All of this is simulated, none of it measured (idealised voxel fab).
The following process module bears the name voxel self aligned contacts.
Square cell edge 5 nm, section width 170 nm, ID cut.
Cross-section = grid of square cells, listed top down in bands; band = one or more rows.
The entry gives the band's vertical extent as a top height and a bottom height in nm, then its horizontal make-up as materials from left to right, each with a width in nm. "air" stands for empty space; a single material marked "full width" fills the band edge to edge.
Zero point of the height axis is 0; under it, received wafer = one material. Lowest band: continues down indefinitely, "0 nm and below".
A two-number width, for instance "30->40", indicates that the width is equal to the first number in the top row of the band and to the second number in the bottom row, and that it changes by a constant amount per row of cells.
No cell of the cross-section changed in a step that is given as "no change".
"Closed void catalog" lists enclosed empty spaces (at least 8 cells, no open path upward to the top), each as width x height at distance from the left edge, in nm.
Past the settings on a step's line: simulator remark, on that step.
Each step line may optionally specify "overlay nm", which for a step with a mask gives the rightward distance between the mask's planned place and where it lay, a negative value indicating the leftward direction.
### Steps in the process plan
| 1 | RECEIVE: material Si |
| 2 | OXIDIZE: depth nm 5 |
| 3 | DIRECTIONAL_DEP: material polySi, thk nm 20 |
| 4 | DIRECTIONAL_DEP: material SiN, thk nm 25 |
| 5 | DIRECTIONAL_DEP: material aC, thk nm 15 |
| 6 | PATTERN: tone cover, mask id GATE, material resist, width nm 35, pitch nm 70, thk nm 30, overlay nm 0 |
| 7 | DIRECTIONAL_ETCH: etch materials aC, depth nm 15 |
| 8 | STRIP: etch materials resist |
| 9 | DIRECTIONAL_ETCH: etch materials SiN, depth nm 25 |
| 10 | DIRECTIONAL_ETCH: etch materials polySi, depth nm 20 |
| 11 | STRIP: etch materials aC |
| 12 | CONFORMAL_DEP: material SiN, thk nm 10 |
| 13 | DIRECTIONAL_ETCH: etch materials SiN, depth nm 10 |
| 14 | FILL_DEP: material SiO2, thk nm 15 |
| 15 | CMP: height nm 50 |
| 16 | PATTERN: tone open, mask id CONTACT, material resist, width nm 55, thk nm 20, overlay nm 0 |
| 17 | DIRECTIONAL_ETCH: etch materials SiO2, depth nm 55 |
| 18 | STRIP: etch materials resist |
| 19 | CONFORMAL_DEP: material TiN, thk nm 5 |
| 20 | FILL_DEP: material Ru, thk nm 5 |
| 21 | CMP: height nm 50 |
| 22 | CONFORMAL_DEP: material SiCN, thk nm 5 |
### As received (post step 1): cross-section
- 0 nm and below  Si full width
- Closed void catalog: none
### first wafer at the end, as planned
- 55 nm to 50 nm  SiCN full width
- 50 nm to 45 nm  SiO2 (55); TiN (25); Ru (5); TiN (25); SiO2 (60)
- 45 nm to 20 nm  SiO2 (20); SiN (55); TiN (5); Ru (5); TiN (5); SiN (55); SiO2 (25)
- 20 nm to 0 nm  SiO2 (20); SiN (10); polySi (35); SiN (10); TiN (5); Ru (5); TiN (5); SiN (10); polySi (35); SiN (10); SiO2 (25)
- 0 nm to -5 nm  SiO2 (75); TiN (15); SiO2 (80)
- -5 nm and below  Si full width
- Closed void catalog: none
### Here's the second of our two wafers sectioned at module end. Same start as the first, same plan, but one mistake got made running it
- 55 nm to 50 nm  SiCN full width
- 50 nm to 45 nm  SiO2 (55); TiN (25); Ru (5); TiN (25); SiO2 (60)
- 45 nm to 20 nm  SiO2 (20); SiN (55); TiN (5); Ru (5); TiN (5); SiN (55); SiO2 (25)
- 20 nm to 5 nm  SiO2 (20); SiN (10); polySi (35); SiN (10); TiN (5); Ru (5); TiN (5); SiN (10); polySi (35); SiN (10); SiO2 (25)
- 5 nm to 0 nm  SiO2 (20); SiN (10); polySi (35); SiN (10); TiN (15); SiN (10); polySi (35); SiN (10); SiO2 (25)
- 0 nm and below  Si full width
- Closed void catalog: none
what went wrong: no execution of plan step 2; skipped
Per the end-of-run cell counts, the second wafer holds more or fewer of some materials than the first: -1 Ru | +34 Si | -31 SiO2 | -2 TiN
